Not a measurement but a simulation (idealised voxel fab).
process module | voxel wiring stack
cross-section cut | 205 nm wide | cells 5 nm
A cross-section is a grid of square cells, given in bands from the top down. A band is one or more rows of cells.
Each band's line starts with the height of the band's top and of its bottom, in nm. Then come its materials from left to right, each with its width in nm. One material with "throughout" fills the band from edge to edge. "air" is empty space.
Height 0 is the level under which the wafer as received is all one material. The lowest band goes on downwards, as in "0 down".
A width such as "30 to 40" changes by the same amount from each row of cells to the next, from the band's top row to its bottom row.
"no change" after a step means that no cell of the cross-section changed.
closed voids: empty space of 8 cells or more with no open way to the top, each as width x height at its distance from the left edge, in nm
after a step's settings: what the simulator itself notes on the step
overlay nm, on a step with a mask: how far to the right of its planned place the mask lay; to the left if negative
plan
1 op RECEIVE | material Si
2 op CONFORMAL_DEP | material SiO2 | thk nm 10
3 op DIRECTIONAL_DEP | material TiN | thk nm 5
4 op DIRECTIONAL_DEP | material W | thk nm 20
5 op DIRECTIONAL_DEP | material aC | thk nm 15
6 op PATTERN | tone cover | mask id METAL_1 | material resist | width nm 30 | pitch nm 50 | thk nm 35 | overlay nm 0
7 op DIRECTIONAL_ETCH | etch materials aC | depth nm 15
8 op STRIP | etch materials resist
9 op DIRECTIONAL_ETCH | etch materials W | depth nm 20
10 op DIRECTIONAL_ETCH | etch materials TiN | depth nm 5
11 op STRIP | etch materials aC
12 op FILL_DEP | material lowk | thk nm 5
13 op CMP | height nm 35
14 op CONFORMAL_DEP | material SiCN | thk nm 5
15 op DIRECTIONAL_DEP | material lowk | thk nm 25
16 op MASKED_ETCH | tone open | mask id METAL_2_HOLES | width nm 15 | pitch nm 50 | etch materials lowk | depth nm 25 | overlay nm 0
17 op MASKED_ETCH | tone open | mask id METAL_2 | width nm 30 | pitch nm 50 | etch materials lowk | depth nm 15 | overlay nm 0
18 op MASKED_ETCH | tone open | mask id METAL_2 | width nm 30 | pitch nm 50 | etch materials SiCN | depth nm 5 | overlay nm 0
19 op CONFORMAL_DEP | material TiN | thk nm 5
20 op FILL_DEP | material Cu | thk nm 5
21 op CMP | height nm 65
22 op CONFORMAL_DEP | material SiN | thk nm 5
as received, after step 1
  0 down: Si throughout
  closed voids: none
a wafer at the end: this start, this plan, one mistake
  70 to 65: SiN throughout
  65 to 55: Cu 70 | TiN 5 | lowk 15 | TiN 5 | Cu 25 | TiN 5 | lowk 15 | TiN 5 | Cu 60
  55 to 50: TiN 65 | Cu 5 | TiN 5 | lowk 15 | TiN 25 | Cu 5 | TiN 5 | lowk 15 | TiN 65
  50 to 40: lowk 60 | TiN 5 | Cu 5 | TiN 5 | lowk 35 | TiN 5 | Cu 5 | TiN 5 | lowk 80
  40 to 35: SiCN 60 | TiN 15 | SiCN 35 | TiN 15 | SiCN 80
  35 to 15: lowk 60 | W 30 | lowk 20 | W 30 | lowk 65
  15 to 10: lowk 60 | TiN 30 | lowk 20 | TiN 30 | lowk 65
  10 to 0: SiO2 throughout
  0 down: Si throughout
  closed voids: none
what went wrong: step 17 ran as: op MASKED_ETCH | tone cover | mask id METAL_2 | width nm 30 | pitch nm 50 | etch materials lowk | depth nm 15 | overlay nm 0
